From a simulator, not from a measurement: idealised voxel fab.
process module | voxel capacitor over wiring
cross-section cut | 300 nm wide | cells 5 nm
A cross-section is a grid of square cells, given in bands from the top down. A band is one or more rows of cells.
Each band's line starts with the height of the band's top and of its bottom, in nm. Then come its materials from left to right, each with its width in nm. One material with "throughout" fills the band from edge to edge. "air" is empty space.
Height 0 is the level under which the wafer as received is all one material. The lowest band goes on downwards, as in "0 down".
A width such as "30 to 40" changes by the same amount from each row of cells to the next, from the band's top row to its bottom row.
"no change" after a step means that no cell of the cross-section changed.
closed voids: empty space of 8 cells or more with no open way to the top, each as width x height at its distance from the left edge, in nm
after a step's settings: what the simulator itself notes on the step
overlay nm, on a step with a mask: how far to the right of its planned place the mask lay; to the left if negative
plan
1 op RECEIVE | material Si
2 op CONFORMAL_DEP | material SiO2 | thk nm 10
3 op CONFORMAL_DEP | material SiCN | thk nm 5
4 op DIRECTIONAL_DEP | material lowk | thk nm 25
5 op MASKED_ETCH | tone open | mask id METAL_1 | width nm 30 | pitch nm 100 | etch materials lowk | depth nm 25 | overlay nm 0
6 op MASKED_ETCH | tone open | mask id METAL_1 | width nm 30 | pitch nm 100 | etch materials SiCN | depth nm 5 | overlay nm 0
7 op CONFORMAL_DEP | material TiN | thk nm 5
8 op FILL_DEP | material Cu | thk nm 5
9 op CMP | height nm 40
10 op EPI | material Ru | thk nm 5
11 op FILL_DEP | material SiCN | thk nm 5
12 op DIRECTIONAL_DEP | material lowk | thk nm 10
13 op DIRECTIONAL_DEP | material aC | thk nm 15
14 op PATTERN | tone open | mask id PLUG_1 | material resist | width nm 15 | thk nm 35 | overlay nm 0
15 op DIRECTIONAL_ETCH | etch materials aC | depth nm 15
16 op STRIP | etch materials resist
17 op DIRECTIONAL_ETCH | etch materials lowk | depth nm 10
18 op DIRECTIONAL_ETCH | etch materials SiCN | depth nm 5
19 op STRIP | etch materials aC
20 op EPI | material Ru | thk nm 10
21 op EPI | material Ru | thk nm 5
22 op DIRECTIONAL_DEP | material TiN | thk nm 5
23 op DIRECTIONAL_DEP | material SiN | thk nm 5
24 op DIRECTIONAL_DEP | material TiN | thk nm 5
25 op DIRECTIONAL_DEP | material aC | thk nm 15
26 op PATTERN | tone cover | mask id UPPER_PLATE | material resist | width nm 75 | thk nm 30 | overlay nm 0
27 op DIRECTIONAL_ETCH | etch materials aC | depth nm 15
28 op STRIP | etch materials resist
29 op DIRECTIONAL_ETCH | etch materials TiN | depth nm 5
30 op DIRECTIONAL_ETCH | etch materials SiN | depth nm 5
31 op STRIP | etch materials aC
32 op DIRECTIONAL_DEP | material aC | thk nm 15
33 op PATTERN | tone cover | mask id LOWER_PLATE | material resist | width nm 85 | thk nm 35 | overlay nm 0
34 op DIRECTIONAL_ETCH | etch materials aC | depth nm 15
35 op STRIP | etch materials resist
36 op DIRECTIONAL_ETCH | etch materials TiN | depth nm 5
37 op STRIP | etch materials aC
38 op FILL_DEP | material SiO2 | thk nm 15
39 op CMP | height nm 85
40 op DIRECTIONAL_DEP | material aC | thk nm 15
41 op PATTERN | tone open | mask id PLUG_2 | material resist | width nm 15 | thk nm 35 | overlay nm 0
42 op DIRECTIONAL_ETCH | etch materials aC | depth nm 15
43 op STRIP | etch materials resist
44 op DIRECTIONAL_ETCH | etch materials SiO2 | depth nm 10
45 op STRIP | etch materials aC
46 op CONFORMAL_DEP | material TiN | thk nm 5
47 op FILL_DEP | material Cu | thk nm 10
48 op CMP | height nm 85
49 op CONFORMAL_DEP | material SiCN | thk nm 5
first wafer, as planned
as received, after step 1
  0 down: Si throughout
  closed voids: none
after step 2
  10 to 0: SiO2 throughout
  below 0: unchanged
after step 3
  15 to 10: SiCN throughout
  below 10: unchanged
after step 4
  40 to 15: lowk throughout
  below 15: unchanged
after step 5
  40 to 15: lowk 85 | air 30 | lowk 70 | air 30 | lowk 85
  below 15: unchanged
after step 6
  40 to 15: lowk 85 | air 30 | lowk 70 | air 30 | lowk 85
  15 to 10: SiCN 85 | air 30 | SiCN 70 | air 30 | SiCN 85
  below 10: unchanged
after step 7
  45 to 40: TiN 90 | air 20 | TiN 80 | air 20 | TiN 90
  40 to 15: lowk 85 | TiN 5 | air 20 | TiN 5 | lowk 70 | TiN 5 | air 20 | TiN 5 | lowk 85
  15 to 10: SiCN 85 | TiN 30 | SiCN 70 | TiN 30 | SiCN 85
  below 10: unchanged
after step 8
  50 to 45: Cu throughout
  45 to 40: TiN 90 | Cu 20 | TiN 80 | Cu 20 | TiN 90
  40 to 15: lowk 85 | TiN 5 | Cu 20 | TiN 5 | lowk 70 | TiN 5 | Cu 20 | TiN 5 | lowk 85
  below 15: unchanged
after step 9
  40 to 15: lowk 85 | TiN 5 | Cu 20 | TiN 5 | lowk 70 | TiN 5 | Cu 20 | TiN 5 | lowk 85
  below 15: unchanged
after step 10
  45 to 40: air 80 | Ru 40 | air 60 | Ru 40 | air 80
  below 40: unchanged
after step 11
  50 to 45: SiCN throughout
  45 to 40: SiCN 80 | Ru 40 | SiCN 60 | Ru 40 | SiCN 80
  below 40: unchanged
after step 12
  60 to 50: lowk throughout
  below 50: unchanged
after step 13
  75 to 60: aC throughout
  below 60: unchanged
after step 14
  110 to 75: resist 100 | air 15 | resist 185
  below 75: unchanged
after step 15
  95 to 75: resist 100 | air 15 | resist 185
  75 to 60: aC 100 | air 15 | aC 185
  below 60: unchanged
after step 16
  75 to 60: aC 100 | air 15 | aC 185
  below 60: unchanged
after step 17
  75 to 60: aC 100 | air 15 | aC 185
  60 to 50: lowk 100 | air 15 | lowk 185
  below 50: unchanged
after step 18
  75 to 60: aC 100 | air 15 | aC 185
  60 to 50: lowk 100 | air 15 | lowk 185
  50 to 45: SiCN 100 | air 15 | SiCN 185
  below 45: unchanged
after step 19
  60 to 50: lowk 100 | air 15 | lowk 185
  below 50: unchanged
after step 20
  60 to 55: lowk 100 | air 15 | lowk 185
  55 to 50: lowk 100 | Ru 15 | lowk 185
  50 to 45: SiCN 100 | Ru 15 | SiCN 185
  below 45: unchanged
after step 21
  60 to 50: lowk 100 | Ru 15 | lowk 185
  below 50: unchanged
after step 22
  65 to 60: TiN throughout
  below 60: unchanged
after step 23
  70 to 65: SiN throughout
  below 65: unchanged
after step 24
  75 to 70: TiN throughout
  below 70: unchanged
after step 25
  90 to 75: aC throughout
  below 75: unchanged
after step 26
  120 to 90: air 100 | resist 75 | air 125
  below 90: unchanged
after step 27
  105 to 90: air 100 | resist 75 | air 125
  90 to 75: air 100 | aC 75 | air 125
  below 75: unchanged
after step 28
  90 to 75: air 100 | aC 75 | air 125
  below 75: unchanged
after step 29
  90 to 75: air 100 | aC 75 | air 125
  75 to 70: air 100 | TiN 75 | air 125
  below 70: unchanged
after step 30
  90 to 75: air 100 | aC 75 | air 125
  75 to 70: air 100 | TiN 75 | air 125
  70 to 65: air 100 | SiN 75 | air 125
  below 65: unchanged
after step 31
  75 to 70: air 100 | TiN 75 | air 125
  below 70: unchanged
after step 32
  90 to 80: air 100 | aC 75 | air 125
  80 to 75: aC throughout
  75 to 70: aC 100 | TiN 75 | aC 125
  70 to 65: aC 100 | SiN 75 | aC 125
  below 65: unchanged
after step 33
  125 to 90: air 95 | resist 85 | air 120
  90 to 80: air 95 | resist 5 | aC 75 | resist 5 | air 120
  below 80: unchanged
after step 34
  110 to 90: air 95 | resist 85 | air 120
  90 to 80: air 95 | resist 5 | aC 75 | resist 5 | air 120
  80 to 75: air 95 | aC 85 | air 120
  75 to 70: air 95 | aC 5 | TiN 75 | aC 5 | air 120
  70 to 65: air 95 | aC 5 | SiN 75 | aC 5 | air 120
  below 65: unchanged
after step 35
  90 to 80: air 100 | aC 75 | air 125
  below 80: unchanged
after step 36
  90 to 80: air 100 | aC 75 | air 125
  80 to 75: air 95 | aC 85 | air 120
  75 to 70: air 95 | aC 5 | TiN 75 | aC 5 | air 120
  70 to 65: air 95 | aC 5 | SiN 75 | aC 5 | air 120
  65 to 60: air 95 | TiN 85 | air 120
  below 60: unchanged
after step 37
  75 to 70: air 100 | TiN 75 | air 125
  70 to 65: air 100 | SiN 75 | air 125
  below 65: unchanged
after step 38
  90 to 75: SiO2 throughout
  75 to 70: SiO2 100 | TiN 75 | SiO2 125
  70 to 65: SiO2 100 | SiN 75 | SiO2 125
  65 to 60: SiO2 95 | TiN 85 | SiO2 120
  below 60: unchanged
after step 39
  85 to 75: SiO2 throughout
  below 75: unchanged
after step 40
  100 to 85: aC throughout
  below 85: unchanged
after step 41
  135 to 100: resist 110 | air 15 | resist 175
  below 100: unchanged
after step 42
  120 to 100: resist 110 | air 15 | resist 175
  100 to 85: aC 110 | air 15 | aC 175
  below 85: unchanged
after step 43
  100 to 85: aC 110 | air 15 | aC 175
  below 85: unchanged
after step 44
  100 to 85: aC 110 | air 15 | aC 175
  85 to 75: SiO2 110 | air 15 | SiO2 175
  below 75: unchanged
after step 45
  85 to 75: SiO2 110 | air 15 | SiO2 175
  below 75: unchanged
after step 46
  90 to 85: TiN 115 | air 5 | TiN 180
  85 to 80: SiO2 110 | TiN 5 | air 5 | TiN 5 | SiO2 175
  80 to 70: SiO2 110 to 100 | TiN 15 to 75 | SiO2 175 to 125
  below 70: unchanged
after step 47
  100 to 90: Cu throughout
  90 to 85: TiN 115 | Cu 5 | TiN 180
  85 to 80: SiO2 110 | TiN 5 | Cu 5 | TiN 5 | SiO2 175
  below 80: unchanged
after step 48
  85 to 80: SiO2 110 | TiN 5 | Cu 5 | TiN 5 | SiO2 175
  below 80: unchanged
after step 49
  90 to 85: SiCN throughout
  below 85: unchanged
second wafer: like start, like plan, one mistake. Through step 19 it matches the first wafer
when step 20 should have ended
  65 to 60: air 95 | Ru 25 | air 180
  60 to 50: lowk 100 | Ru 15 | lowk 185
  50 to 45: SiCN 100 | Ru 15 | SiCN 185
  below 45: unchanged
when step 21 should have ended
  70 to 60: air 90 | Ru 35 | air 175
  below 60: unchanged
when step 22 should have ended
  75 to 70: air 90 | TiN 35 | air 175
  70 to 65: air 90 | Ru 35 | air 175
  65 to 60: TiN 90 | Ru 35 | TiN 175
  below 60: unchanged
when step 23 should have ended
  80 to 75: air 90 | SiN 35 | air 175
  75 to 70: air 90 | TiN 35 | air 175
  70 to 65: SiN 90 | Ru 35 | SiN 175
  below 65: unchanged
when step 24 should have ended
  85 to 80: air 90 | TiN 35 | air 175
  80 to 75: air 90 | SiN 35 | air 175
  75 to 70: TiN throughout
  below 70: unchanged
when step 25 should have ended
  100 to 90: air 90 | aC 35 | air 175
  90 to 85: aC throughout
  85 to 80: aC 90 | TiN 35 | aC 175
  80 to 75: aC 90 | SiN 35 | aC 175
  below 75: unchanged
when step 26 should have ended
  130 to 100: air 100 | resist 75 | air 125
  100 to 90: air 90 | aC 35 | resist 50 | air 125
  below 90: unchanged
when step 27 should have ended
  115 to 100: air 100 | resist 75 | air 125
  100 to 90: air 100 | aC 25 | resist 50 | air 125
  90 to 85: air 100 | aC 75 | air 125
  85 to 80: air 90 | TiN 35 | aC 50 | air 125
  80 to 75: air 90 | SiN 35 | aC 50 | air 125
  below 75: unchanged
when step 28 should have ended
  100 to 90: air 100 | aC 25 | air 175
  below 90: unchanged
when step 29 should have ended
  100 to 90: air 100 | aC 25 | air 175
  90 to 85: air 100 | aC 75 | air 125
  85 to 80: air 100 | TiN 25 | aC 50 | air 125
  80 to 75: air 90 | SiN 35 | aC 50 | air 125
  75 to 70: air 90 | TiN 85 | air 125
  below 70: unchanged
when step 30 should have ended
  100 to 90: air 100 | aC 25 | air 175
  90 to 85: air 100 | aC 75 | air 125
  85 to 80: air 100 | TiN 25 | aC 50 | air 125
  80 to 75: air 100 | SiN 25 | aC 50 | air 125
  75 to 70: air 90 | TiN 85 | air 125
  70 to 65: air 90 | Ru 35 | SiN 50 | air 125
  below 65: unchanged
when step 31 should have ended
  85 to 80: air 100 | TiN 25 | air 175
  80 to 75: air 100 | SiN 25 | air 175
  below 75: unchanged
when step 32 should have ended
  100 to 90: air 100 | aC 25 | air 175
  90 to 85: air 90 | aC 85 | air 125
  85 to 80: air 90 | aC 10 | TiN 25 | aC 50 | air 125
  80 to 75: aC 100 | SiN 25 | aC 175
  75 to 70: aC 90 | TiN 85 | aC 125
  70 to 65: aC 90 | Ru 35 | SiN 50 | aC 125
  below 65: unchanged
when step 33 should have ended
  135 to 100: air 95 | resist 85 | air 120
  100 to 90: air 95 | resist 5 | aC 25 | resist 55 | air 120
  90 to 85: air 90 | aC 85 | resist 5 | air 120
  85 to 80: air 90 | aC 10 | TiN 25 | aC 50 | resist 5 | air 120
  below 80: unchanged
when step 34 should have ended
  120 to 100: air 95 | resist 85 | air 120
  100 to 90: air 95 | resist 5 | aC 25 | resist 55 | air 120
  90 to 85: air 95 | aC 80 | resist 5 | air 120
  85 to 80: air 95 | aC 5 | TiN 25 | aC 50 | resist 5 | air 120
  80 to 75: air 95 | aC 5 | SiN 25 | aC 55 | air 120
  75 to 70: air 90 | TiN 85 | aC 5 | air 120
  70 to 65: air 90 | Ru 35 | SiN 50 | aC 5 | air 120
  below 65: unchanged
when step 35 should have ended
  100 to 90: air 100 | aC 25 | air 175
  90 to 85: air 95 | aC 80 | air 125
  85 to 80: air 95 | aC 5 | TiN 25 | aC 50 | air 125
  below 80: unchanged
when step 36 should have ended
  100 to 90: air 100 | aC 25 | air 175
  90 to 85: air 95 | aC 80 | air 125
  85 to 80: air 95 | aC 5 | TiN 25 | aC 50 | air 125
  80 to 75: air 95 | aC 5 | SiN 25 | aC 55 | air 120
  75 to 70: air 95 | TiN 80 | aC 5 | air 120
  70 to 65: air 90 | Ru 35 | SiN 50 | aC 5 | air 120
  65 to 60: air 90 | Ru 35 | TiN 55 | air 120
  below 60: unchanged
when step 37 should have ended
  85 to 80: air 100 | TiN 25 | air 175
  80 to 75: air 100 | SiN 25 | air 175
  75 to 70: air 95 | TiN 80 | air 125
  70 to 65: air 90 | Ru 35 | SiN 50 | air 125
  below 65: unchanged
when step 38 should have ended
  100 to 85: SiO2 throughout
  85 to 80: SiO2 100 | TiN 25 | SiO2 175
  80 to 75: SiO2 100 | SiN 25 | SiO2 175
  75 to 70: SiO2 95 | TiN 80 | SiO2 125
  70 to 65: SiO2 90 | Ru 35 | SiN 50 | SiO2 125
  65 to 60: SiO2 90 | Ru 35 | TiN 55 | SiO2 120
  below 60: unchanged
when step 39 should have ended
  85 to 80: SiO2 100 | TiN 25 | SiO2 175
  below 80: unchanged
when step 40 should have ended
  100 to 85: aC throughout
  below 85: unchanged
when step 41 should have ended
  135 to 100: resist 110 | air 15 | resist 175
  below 100: unchanged
when step 42 should have ended
  120 to 100: resist 110 | air 15 | resist 175
  100 to 85: aC 110 | air 15 | aC 175
  below 85: unchanged
when step 43 should have ended
  100 to 85: aC 110 | air 15 | aC 175
  below 85: unchanged
when step 44 should have ended: no change
when step 45 should have ended
  85 to 80: SiO2 100 | TiN 25 | SiO2 175
  below 80: unchanged
when step 46 should have ended
  90 to 85: TiN throughout
  below 85: unchanged
when step 47 should have ended
  100 to 90: Cu throughout
  below 90: unchanged
when step 48 should have ended
  85 to 80: SiO2 100 | TiN 25 | SiO2 175
  below 80: unchanged
when step 49 should have ended
  90 to 85: SiCN throughout
  below 85: unchanged
what went wrong: step 20 was run twice
at the end the second wafer has, in cells: 1 fewer of Cu | 14 more of Ru | 8 fewer of SiO2 | 5 fewer of TiN
